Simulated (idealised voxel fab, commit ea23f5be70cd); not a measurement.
You're looking at the process module voxel gate over fins.
The figure presents cross-section cut, which has a width of 260 nm and is divided into square cells with an edge length of 5 nm.
The cross-sections in this document take the form of a grid made of square cells. They are written out as bands, in order from top to bottom. Each band consists of one or more rows of cells.
Read a band's entry like this: the first values are the height of its top and the height of its bottom in nm, and what follows is the sequence of materials from left to right, each with its width in nm. Note that "blank" is empty space, and that a single material marked "throughout" reaches across the band from edge to edge.
It should be noted that heights are counted from 0, beneath which the wafer as supplied is of one material throughout, and that the lowest band possesses no lower boundary but continues downward, as written in "0 nm and below".
Width: "30..40" (first number = top row, second number = bottom row, same change from row to row of cells).
Where a step carries "no modifications", the cross-section came out of it unchanged, cell for cell.
Empty spaces counting at least 8 cells and having no open way to the top are listed in "Enclosed cavities". The notation width x height at distance is used for each, the distance being from the left edge and all three values in nm.
Text after the settings on a step's line: the simulator's own remark on that step.
overlay nm: step with mask; distance mask lay right of planned place; negative value = left of planned place.
Quick note on how to read the rest: it's all pairs. You get the cross-section before a process step and the one after, but the after one only goes down as far as the lowest band that changed. The step in between, with its settings, sits under the pair. Heads up, the pairs can come from different runs of this module on the same starting wafer, so don't assume a pair picks up from the one above unless its "Prior state" entry says it does.
-- Prior state
15 nm to 10 nm  80 of blank | 35 of TiN | 145 of blank
10 nm to 5 nm  55 of blank | 30 of TiN | 25 of HfO2 | 30 of TiN | 35 of blank | 25 of TiN | 60 of blank
5 nm to 0 nm  55 of blank | 5 of TiN | 15 of HfO2 | 10 of TiN | 25 of HfO2 | 10 of TiN | 15 of HfO2 | 5 of TiN | 35 of blank | 5 of TiN | 15 of HfO2 | 5 of TiN | 60 of blank
0 nm to -5 nm  60 of TiN | 5 of HfO2 | 5 of Si | 5 of HfO2 | 10 of TiN | 25 of HfO2 | 10 of TiN | 5 of HfO2 | 5 of Si | 5 of HfO2 | 45 of TiN | 5 of HfO2 | 5 of Si | 5 of HfO2 | 65 of TiN
-5 nm to -10 nm  65 of HfO2 | 5 of Si | 55 of HfO2 | 5 of Si | 55 of HfO2 | 5 of Si | 70 of HfO2
-10 nm to -15 nm  65 of SiO2 | 5 of Si | 20 of SiO2 | 15 of HfO2 | 20 of SiO2 | 5 of Si | 55 of SiO2 | 5 of Si | 70 of SiO2
-15 nm to -25 nm  65 of SiO2 | 5 of Si | 20 of SiO2 | 5 of TiN | 5 of Ru | 5 of TiN | 20 of SiO2 | 5 of Si | 55 of SiO2 | 5 of Si | 70 of SiO2
-25 nm to -30 nm  65 of SiO2 | 5 of Si | 20 of SiO2 | 15 of TiN | 20 of SiO2 | 5 of Si | 55 of SiO2 | 5 of Si | 70 of SiO2
-30 nm to -40 nm  65 of SiO2 | 5 of Si | 55 of SiO2 | 5 of Si | 55 of SiO2 | 5 of Si | 70 of SiO2
-40 nm and below  Si throughout
Enclosed cavities: none
-- Structure After Step
30 nm to 15 nm  W throughout
15 nm to 10 nm  80 of W | 35 of TiN | 145 of W
10 nm to 5 nm  55 of W | 30 of TiN | 25 of HfO2 | 30 of TiN | 35 of W | 25 of TiN | 60 of W
5 nm to 0 nm  55 of W | 5 of TiN | 15 of HfO2 | 10 of TiN | 25 of HfO2 | 10 of TiN | 15 of HfO2 | 5 of TiN | 35 of W | 5 of TiN | 15 of HfO2 | 5 of TiN | 60 of W
Anything lower than 0 is untouched.
Enclosed cavities: none
Between the two cross-sections shown above lies FILL_DEP with material W, thk nm 15
Prior state: see the after view in the pair directly above.
-- Structure After Step
20 nm to 15 nm  W throughout
Anything lower than 15 is untouched.
Enclosed cavities: none
Between the two cross-sections shown above lies CMP with height nm 20
Prior state: see the after view in the pair directly above.
-- Structure After Step
30 nm to 20 nm  SiN throughout
Anything lower than 20 is untouched.
Enclosed cavities: none
Between the two cross-sections shown above lies CONFORMAL_DEP with material SiN, thk nm 10
-- Prior state
5 nm to 0 nm  SiN throughout
0 nm and below  Si throughout
Enclosed cavities: none
-- Structure After Step
5 nm to 0 nm  60 of SiN | 15 of blank | 45 of SiN | 15 of blank | 45 of SiN | 15 of blank | 65 of SiN
Anything lower than 0 is untouched.
Enclosed cavities: none
Between the two cross-sections shown above lies MASKED_ETCH with tone open, mask id FINS, width nm 15, pitch nm 60, etch materials SiN, depth nm 5, overlay nm 0
Prior state: see the after view in the pair directly above.
-- Structure After Step
5 nm to 0 nm  60 of SiN | 15 of blank | 45 of SiN | 15 of blank | 45 of SiN | 15 of blank | 65 of SiN
0 nm to -5 nm  55 of Si | 25 of SiO2 | 35 of Si | 25 of SiO2 | 35 of Si | 25 of SiO2 | 60 of Si
Anything lower than -5 is untouched.
Enclosed cavities: none
Between the two cross-sections shown above lies OXIDIZE with depth nm 5
Prior state: see the after view in the pair directly above.
-- Structure After Step
10 nm to 5 nm  SiO2 throughout
5 nm to 0 nm  60 of SiN | 15 of SiO2 | 45 of SiN | 15 of SiO2 | 45 of SiN | 15 of SiO2 | 65 of SiN
Anything lower than 0 is untouched.
Enclosed cavities: none
Between the two cross-sections shown above lies FILL_DEP with material SiO2, thk nm 5
Prior state: see the after view in the pair directly above.
-- Structure After Step
5 nm to 0 nm  60 of SiN | 15 of SiO2 | 45 of SiN | 15 of SiO2 | 45 of SiN | 15 of SiO2 | 65 of SiN
Anything lower than 0 is untouched.
Enclosed cavities: none
Between the two cross-sections shown above lies CMP with height nm 5
Prior state: see the after view in the pair directly above.
-- Structure After Step
10 nm to 5 nm  TiN throughout
Anything lower than 5 is untouched.
Enclosed cavities: none
Between the two cross-sections shown above lies CONFORMAL_DEP with material TiN, thk nm 5
Prior state: see the after view in the pair directly above.
-- Structure After Step
20 nm to 10 nm  Ru throughout
Anything lower than 10 is untouched.
Enclosed cavities: none
Between the two cross-sections shown above lies FILL_DEP with material Ru, thk nm 10
Prior state: see the after view in the pair directly above.
-- Structure After Step
5 nm to 0 nm  60 of SiN | 15 of SiO2 | 45 of SiN | 15 of SiO2 | 45 of SiN | 15 of SiO2 | 65 of SiN
Anything lower than 0 is untouched.
Enclosed cavities: none
Between the two cross-sections shown above lies CMP with height nm 5
Prior state: see the after view in the pair directly above.
-- Structure After Step
10 nm to 5 nm  SiO2 throughout
Anything lower than 5 is untouched.
Enclosed cavities: none
Between the two cross-sections shown above lies FILL_DEP with material SiO2, thk nm 5
-- Prior state
5 nm to 0 nm  60 of SiN | 15 of SiO2 | 45 of SiN | 15 of SiO2 | 45 of SiN | 15 of SiO2 | 65 of SiN
0 nm to -5 nm  55 of Si | 25 of SiO2 | 35 of Si | 25 of SiO2 | 35 of Si | 25 of SiO2 | 60 of Si
-5 nm and below  Si throughout
Enclosed cavities: none
-- Structure After Step
5 nm to 0 nm  60 of SiN | 15 of blank | 45 of SiN | 15 of blank | 45 of SiN | 15 of blank | 65 of SiN
0 nm to -5 nm  55 of Si | 25 of blank | 35 of Si | 25 of blank | 35 of Si | 25 of blank | 60 of Si
Anything lower than -5 is untouched.
Enclosed cavities: none
Between the two cross-sections shown above lies SELECTIVE_ETCH with etch materials SiO2, depth nm 15
Prior state: see the after view in the pair directly above.
-- Structure After Step
0 nm to -5 nm  55 of Si | 25 of blank | 35 of Si | 25 of blank | 35 of Si | 25 of blank | 60 of Si
Anything lower than -5 is untouched.
Enclosed cavities: none
Between the two cross-sections shown above lies STRIP with etch materials SiN
Prior state: see the after view in the pair directly above.
-- Structure After Step
5 nm to 0 nm  60 of HfO2 | 15 of blank | 45 of HfO2 | 15 of blank | 45 of HfO2 | 15 of blank | 65 of HfO2
0 nm to -5 nm  55 of Si | 25 of HfO2 | 35 of Si | 25 of HfO2 | 35 of Si | 25 of HfO2 | 60 of Si
Anything lower than -5 is untouched.
Enclosed cavities: none
Between the two cross-sections shown above lies CONFORMAL_DEP with material HfO2, thk nm 5
Prior state: see the after view in the pair directly above.
-- Structure After Step
10 nm to 5 nm  65 of TiN | 5 of blank | 55 of TiN | 5 of blank | 55 of TiN | 5 of blank | 70 of TiN
5 nm to 0 nm  60 of HfO2 | 15 of TiN | 45 of HfO2 | 15 of TiN | 45 of HfO2 | 15 of TiN | 65 of HfO2
Anything lower than 0 is untouched.
Enclosed cavities: none
Between the two cross-sections shown above lies CONFORMAL_DEP with material TiN, thk nm 5
Prior state: see the after view in the pair directly above.
-- Structure After Step
25 nm to 10 nm  W throughout
10 nm to 5 nm  65 of TiN | 5 of W | 55 of TiN | 5 of W | 55 of TiN | 5 of W | 70 of TiN
Anything lower than 5 is untouched.
Enclosed cavities: none
Between the two cross-sections shown above lies FILL_DEP with material W, thk nm 15
Prior state: see the after view in the pair directly above.
-- Structure After Step
20 nm to 10 nm  W throughout
Anything lower than 10 is untouched.
Enclosed cavities: none
Between the two cross-sections shown above lies CMP with height nm 20
Prior state: see the after view in the pair directly above.
-- Structure After Step
30 nm to 20 nm  SiN throughout
Anything lower than 20 is untouched.
Enclosed cavities: none
Between the two cross-sections shown above lies CONFORMAL_DEP with material SiN, thk nm 10
